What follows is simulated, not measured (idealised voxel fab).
Proc. module: voxel self aligned vias
Cross-section cut: width 275 nm, square cells of 5 nm.
Just so we're on the same page, the cross-sections are grids of square cells, and they're listed out in bands top to bottom, each band one or more rows deep. A band entry consists of two parts. The first gives the height of the band's top and the height of its bottom, in nm. The rest lists the band's materials from left to right, each with its width in nm. A single material labelled with the word "all across" fills the band from edge to edge, and the word "empty" marks empty space. Height reference: 0 = level under which incoming wafer is all one material. Lowest band: no bottom, runs on downward, e.g. "0 and below". Note: "30 to 40" means the width goes from the first number (top row of the band) to the second number (bottom row) in equal steps per row of cells. Step note "nothing was modified" = no cross-section cell changed. Voids not open to the top, 8 cells minimum: see "Trapped void list". Written width x height at distance; distance is from the left edge; nm. If you see something after the settings on a step's line, that's the simulator's own remark about that step. If you see "overlay nm" on a step's line and that step has a mask, it's telling you how far right of where it was planned the mask ended up; a negative number means it went left instead.

This section lists the process steps that were planned
1 RECEIVE (material Si)
2 CONFORMAL_DEP (material SiO2; thk nm 5)
3 CONFORMAL_DEP (material SiCN; thk nm 5)
4 DIRECTIONAL_DEP (material SiO2; thk nm 30)
5 DIRECTIONAL_DEP (material aC; thk nm 15)
6 PATTERN (tone open; mask id LINES; material resist; width nm 20; pitch nm 65; thk nm 35; overlay nm 0)
7 DIRECTIONAL_ETCH (etch materials aC; depth nm 15)
8 STRIP (etch materials resist)
9 DIRECTIONAL_ETCH (etch materials SiO2; depth nm 30)
10 STRIP (etch materials aC)
11 CONFORMAL_DEP (material TiN; thk nm 5)
12 FILL_DEP (material W; thk nm 5)
13 CMP (height nm 50)
14 SELECTIVE_ETCH (etch materials W Ru TiN; depth nm 5)
15 FILL_DEP (material SiN; thk nm 10)
16 CMP (height nm 50)
17 DIRECTIONAL_DEP (material SiO2; thk nm 15)
18 DIRECTIONAL_DEP (material aC; thk nm 15)
19 PATTERN (tone open; mask id VIAS; material resist; width nm 40; pitch nm 130; thk nm 35; overlay nm 0)
20 DIRECTIONAL_ETCH (etch materials aC; depth nm 15)
21 STRIP (etch materials resist)
22 DIRECTIONAL_ETCH (etch materials SiO2; depth nm 15)
23 DIRECTIONAL_ETCH (etch materials SiN; depth nm 5)
24 STRIP (etch materials aC)
25 CONFORMAL_DEP (material TiN; thk nm 5)
26 FILL_DEP (material Cu; thk nm 5)
27 CMP (height nm 65)
28 CONFORMAL_DEP (material SiCN; thk nm 5)
Variable across wafers: step 2 thk nm (plan value is that of the first wafer; starting state common to all).

First of several wafers (as received, post step 1), cross-sectional view
- 0 and below: Si all across
- Trapped void list: none

Module finished, last step 28 done: cross-section of the first of several wafers
- 70 down to 65: SiCN all across
- 65 down to 50: 50 nm SiO2 | 5 nm TiN | 30 nm Cu | 5 nm TiN | 90 nm SiO2 | 5 nm TiN | 30 nm Cu | 5 nm TiN | 55 nm SiO2
- 50 down to 45: 50 nm SiN | 40 nm TiN | 90 nm SiN | 40 nm TiN | 55 nm SiN
- 45 down to 40: 65 nm TiN | 10 nm W | 55 nm TiN | 10 nm W | 55 nm TiN | 10 nm W | 70 nm TiN
- 40 down to 15: 60 nm SiO2 | 5 nm TiN | 10 nm W | 5 nm TiN | 45 nm SiO2 | 5 nm TiN | 10 nm W | 5 nm TiN | 45 nm SiO2 | 5 nm TiN | 10 nm W | 5 nm TiN | 65 nm SiO2
- 15 down to 10: 60 nm SiO2 | 20 nm TiN | 45 nm SiO2 | 20 nm TiN | 45 nm SiO2 | 20 nm TiN | 65 nm SiO2
- 10 down to 5: SiCN all across
- 5 down to 0: SiO2 all across
- 0 and below: Si all across
- Trapped void list: none

Cross-sectional view of the final wafer of several at the module's end
- 70 down to 65: SiCN all across
- 65 down to 55: 50 nm SiO2 | 5 nm TiN | 30 nm Cu | 5 nm TiN | 90 nm SiO2 | 5 nm TiN | 30 nm Cu | 5 nm TiN | 55 nm SiO2
- 55 down to 50: 50 nm SiO2 | 15 nm TiN | 10 nm Cu | 15 nm TiN | 90 nm SiO2 | 15 nm TiN | 10 nm Cu | 15 nm TiN | 55 nm SiO2
- 50 down to 45: 60 nm SiO2 | 20 nm TiN | 45 nm SiO2 | 20 nm SiN | 45 nm SiO2 | 20 nm TiN | 65 nm SiO2
- 45 down to 40: 60 nm SiO2 | 5 nm TiN | 10 nm W | 5 nm TiN | 45 nm SiO2 | 5 nm TiN | 10 nm W | 5 nm TiN | 45 nm SiO2 | 5 nm TiN | 10 nm W | 5 nm TiN | 65 nm SiO2
- 40 down to 35: 60 nm SiO2 | 20 nm TiN | 45 nm SiO2 | 20 nm TiN | 45 nm SiO2 | 20 nm TiN | 65 nm SiO2
- 35 down to 30: SiCN all across
- 30 down to 0: SiO2 all across
- 0 and below: Si all across
- Trapped void list: none

Each row below is a wafer at the end of the module, listing for every material the number of cells it has gained (+) or lost (-) since it was received, followed by its closed voids
thk nm 5; +36 Cu; +110 SiCN; +39 SiN; +430 SiO2; +119 TiN; +36 W; Trapped void list: none
thk nm 10; +36 Cu; +110 SiCN; +39 SiN; +485 SiO2; +70 TiN; +30 W; Trapped void list: none
thk nm 15; +28 Cu; +110 SiCN; +4 SiN; +540 SiO2; +64 TiN; +24 W; Trapped void list: none
thk nm 20; +28 Cu; +110 SiCN; +4 SiN; +552 SiO2; +58 TiN; +18 W; Trapped void list: none
thk nm 25; +28 Cu; +110 SiCN; +4 SiN; +564 SiO2; +52 TiN; +12 W; Trapped void list: none
thk nm 30; +28 Cu; +110 SiCN; +4 SiN; +576 SiO2; +46 TiN; +6 W; Trapped void list: none
